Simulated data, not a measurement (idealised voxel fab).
process module | voxel transistor to metal
cross-section cut | 170 nm wide | cells 5 nm
A cross-section is a grid of square cells, given in bands from the top down. A band is one or more rows of cells.
Each band's line starts with the height of the band's top and of its bottom, in nm. Then come its materials from left to right, each with its width in nm. One material with "throughout" fills the band from edge to edge. "air" is empty space.
Height 0 is the level under which the wafer as received is all one material. The lowest band goes on downwards, as in "0 down".
A width such as "30 to 40" changes by the same amount from each row of cells to the next, from the band's top row to its bottom row.
"no change" after a step means that no cell of the cross-section changed.
closed voids: empty space of 8 cells or more with no open way to the top, each as width x height at its distance from the left edge, in nm
after a step's settings: what the simulator itself notes on the step
overlay nm, on a step with a mask: how far to the right of its planned place the mask lay; to the left if negative
plan
1 op RECEIVE | material Si
2 op CONFORMAL_DEP | material SiO2 | thk nm 5
3 op CONFORMAL_DEP | material SiN | thk nm 15
4 op PATTERN | tone cover | mask id ACTIVE | material resist | width nm 85 | thk nm 20 | overlay nm 0
5 op DIRECTIONAL_ETCH | etch materials SiN | depth nm 15
6 op DIRECTIONAL_ETCH | etch materials SiO2 | depth nm 5
7 op DIRECTIONAL_ETCH | etch materials Si | depth nm 25
8 op STRIP | etch materials resist
9 op OXIDIZE | depth nm 5
10 op FILL_DEP | material SiO2 | thk nm 5
11 op CMP | height nm 20
12 op SELECTIVE_ETCH | etch materials SiO2 | depth nm 5
13 op STRIP | etch materials SiN
14 op SELECTIVE_ETCH | etch materials SiO2 | depth nm 5
15 op OXIDIZE | depth nm 5
16 op DIRECTIONAL_DEP | material polySi | thk nm 25
17 op DIRECTIONAL_DEP | material SiCN | thk nm 15
18 op PATTERN | tone cover | mask id GATE | material resist | width nm 15 | thk nm 20 | overlay nm -15
19 op DIRECTIONAL_ETCH | etch materials SiCN | depth nm 25
20 op DIRECTIONAL_ETCH | etch materials polySi | depth nm 35
21 op STRIP | etch materials resist
22 op CONFORMAL_DEP | material SiN | thk nm 10
23 op DIRECTIONAL_ETCH | etch materials SiN | depth nm 10
24 op DIRECTIONAL_ETCH | etch materials SiO2 | depth nm 5
25 op DIRECTIONAL_ETCH | etch materials Si | depth nm 15
26 op EPI | material nSi | thk nm 15
27 op FILL_DEP | material SiO2 | thk nm 5
28 op CMP | height nm 40
29 op DIRECTIONAL_DEP | material SiO2 | thk nm 15
30 op MASKED_ETCH | tone open | mask id CONTACT | width nm 15 | pitch nm 60 | etch materials SiO2 | depth nm 60 | overlay nm 0
31 op CONFORMAL_DEP | material TiN | thk nm 5
32 op FILL_DEP | material Ru | thk nm 5
33 op CMP | height nm 55
34 op DIRECTIONAL_DEP | material TiN | thk nm 5
35 op DIRECTIONAL_DEP | material Ru | thk nm 15
36 op MASKED_ETCH | tone cover | mask id METAL_1 | width nm 15 | pitch nm 60 | etch materials Ru | depth nm 15 | overlay nm 0
37 op MASKED_ETCH | tone cover | mask id METAL_1 | width nm 15 | pitch nm 60 | etch materials TiN | depth nm 5 | overlay nm 0
38 op FILL_DEP | material lowk | thk nm 10
39 op CMP | height nm 75
40 op CONFORMAL_DEP | material SiCN | thk nm 5
41 op DIRECTIONAL_DEP | material SiO2 | thk nm 25
42 op PATTERN | tone open | mask id METAL_2 | material resist | width nm 15 | pitch nm 60 | thk nm 15 | overlay nm 0
43 op DIRECTIONAL_ETCH | etch materials SiO2 | depth nm 15
44 op STRIP | etch materials resist
45 op DIRECTIONAL_DEP | material aC | thk nm 15
46 op PATTERN | tone open | mask id METAL_2_HOLES | material resist | width nm 15 | pitch nm 60 | thk nm 35 | overlay nm 0
47 op DIRECTIONAL_ETCH | etch materials aC | depth nm 15
48 op STRIP | etch materials resist
49 op DIRECTIONAL_ETCH | etch materials SiO2 | depth nm 10
50 op DIRECTIONAL_ETCH | etch materials SiCN | depth nm 5
51 op STRIP | etch materials aC
52 op CONFORMAL_DEP | material TiN | thk nm 5
53 op FILL_DEP | material Ru | thk nm 5
54 op CMP | height nm 105
55 op CONFORMAL_DEP | material SiCN | thk nm 5
varied across the wafers: overlay nm of step 18. The plan shows the first wafer's value. All wafers start alike
first wafer as received, after step 1
  0 down: Si throughout
  closed voids: none
first wafer at the end, after step 55
  110 to 105: SiCN throughout
  105 to 80: SiO2 45 | TiN 5 | Ru 5 | TiN 5 | SiO2 45 | TiN 5 | Ru 5 | TiN 5 | SiO2 50
  80 to 75: SiCN 45 | TiN 15 | SiCN 45 | TiN 15 | SiCN 50
  75 to 60: lowk 45 | Ru 15 | lowk 45 | Ru 15 | lowk 50
  60 to 55: lowk 45 | TiN 15 | lowk 45 | TiN 15 | lowk 50
  55 to 45: SiO2 45 | TiN 5 | Ru 5 | TiN 5 | SiO2 45 | TiN 5 | Ru 5 | TiN 5 | SiO2 50
  45 to 40: SiO2 45 | TiN 15 | SiO2 45 | TiN 5 | Ru 5 | TiN 5 | SiO2 50
  40 to 25: SiO2 45 | TiN 5 | SiN 10 | SiCN 15 | SiN 10 | SiO2 20 | TiN 5 | Ru 5 | TiN 5 | SiO2 50
  25 to 10: SiO2 45 | TiN 5 | SiN 10 | polySi 15 | SiN 10 | SiO2 20 | TiN 5 | Ru 5 | TiN 5 | SiO2 50
  10 to 0: SiO2 35 | SiN 10 | nSi 5 | SiN 10 | polySi 15 | SiN 10 | nSi 15 | SiO2 5 | TiN 5 | Ru 5 | TiN 5 | SiN 10 | SiO2 40
  0 to -5: SiO2 45 | nSi 5 | SiO2 35 | nSi 15 | SiO2 5 | TiN 15 | SiO2 50
  -5 to -20: SiO2 45 | nSi 5 | Si 35 | nSi 35 | SiO2 50
  -20 to -30: SiO2 45 | Si 75 | SiO2 50
  -30 down: Si throughout
  closed voids: none
last wafer at the end
  110 to 105: SiCN throughout
  105 to 80: SiO2 45 | TiN 5 | Ru 5 | TiN 5 | SiO2 45 | TiN 5 | Ru 5 | TiN 5 | SiO2 50
  80 to 75: SiCN 45 | TiN 15 | SiCN 45 | TiN 15 | SiCN 50
  75 to 60: lowk 45 | Ru 15 | lowk 45 | Ru 15 | lowk 50
  60 to 55: lowk 45 | TiN 15 | lowk 45 | TiN 15 | lowk 50
  55 to 45: SiO2 45 | TiN 5 | Ru 5 | TiN 5 | SiO2 45 | TiN 5 | Ru 5 | TiN 5 | SiO2 50
  45 to 40: SiO2 45 | TiN 5 | Ru 5 | TiN 5 | SiO2 45 | TiN 15 | SiO2 50
  40 to 25: SiO2 45 | TiN 5 | Ru 5 | TiN 5 | SiO2 20 | SiN 10 | SiCN 15 | SiN 10 | TiN 5 | SiO2 50
  25 to 10: SiO2 45 | TiN 5 | Ru 5 | TiN 5 | SiO2 20 | SiN 10 | polySi 15 | SiN 10 | TiN 5 | SiO2 50
  10 to 0: SiO2 35 | SiN 10 | TiN 5 | Ru 5 | TiN 5 | SiO2 5 | nSi 15 | SiN 10 | polySi 15 | SiN 10 | nSi 5 | SiN 10 | SiO2 40
  0 to -5: SiO2 45 | TiN 15 | SiO2 5 | nSi 15 | SiO2 35 | nSi 5 | SiO2 50
  -5 to -20: SiO2 45 | nSi 35 | Si 35 | nSi 5 | SiO2 50
  -20 to -30: SiO2 45 | Si 75 | SiO2 50
  -30 down: Si throughout
  closed voids: none
each wafer at the end: cells of each material gained (+) or lost (-) since it was received, then its closed voids
overlay nm -15 | +41 Ru | -153 Si | +71 SiCN | +40 SiN | +516 SiO2 | +70 TiN | +112 lowk | +36 nSi | +15 polySi | closed voids: none
overlay nm -10 | +41 Ru | -153 Si | +71 SiCN | +40 SiN | +507 SiO2 | +76 TiN | +112 lowk | +39 nSi | +15 polySi | closed voids: none
overlay nm -5 | +44 Ru | -153 Si | +71 SiCN | +40 SiN | +501 SiO2 | +76 TiN | +112 lowk | +42 nSi | +15 polySi | closed voids: none
overlay nm 0 | +44 Ru | -153 Si | +71 SiCN | +40 SiN | +501 SiO2 | +76 TiN | +112 lowk | +42 nSi | +15 polySi | closed voids: none
overlay nm 5 | +44 Ru | -153 Si | +71 SiCN | +40 SiN | +501 SiO2 | +76 TiN | +112 lowk | +42 nSi | +15 polySi | closed voids: none
overlay nm 10 | +41 Ru | -153 Si | +71 SiCN | +40 SiN | +507 SiO2 | +76 TiN | +112 lowk | +39 nSi | +15 polySi | closed voids: none
overlay nm 15 | +41 Ru | -153 Si | +71 SiCN | +40 SiN | +516 SiO2 | +70 TiN | +112 lowk | +36 nSi | +15 polySi | closed voids: none
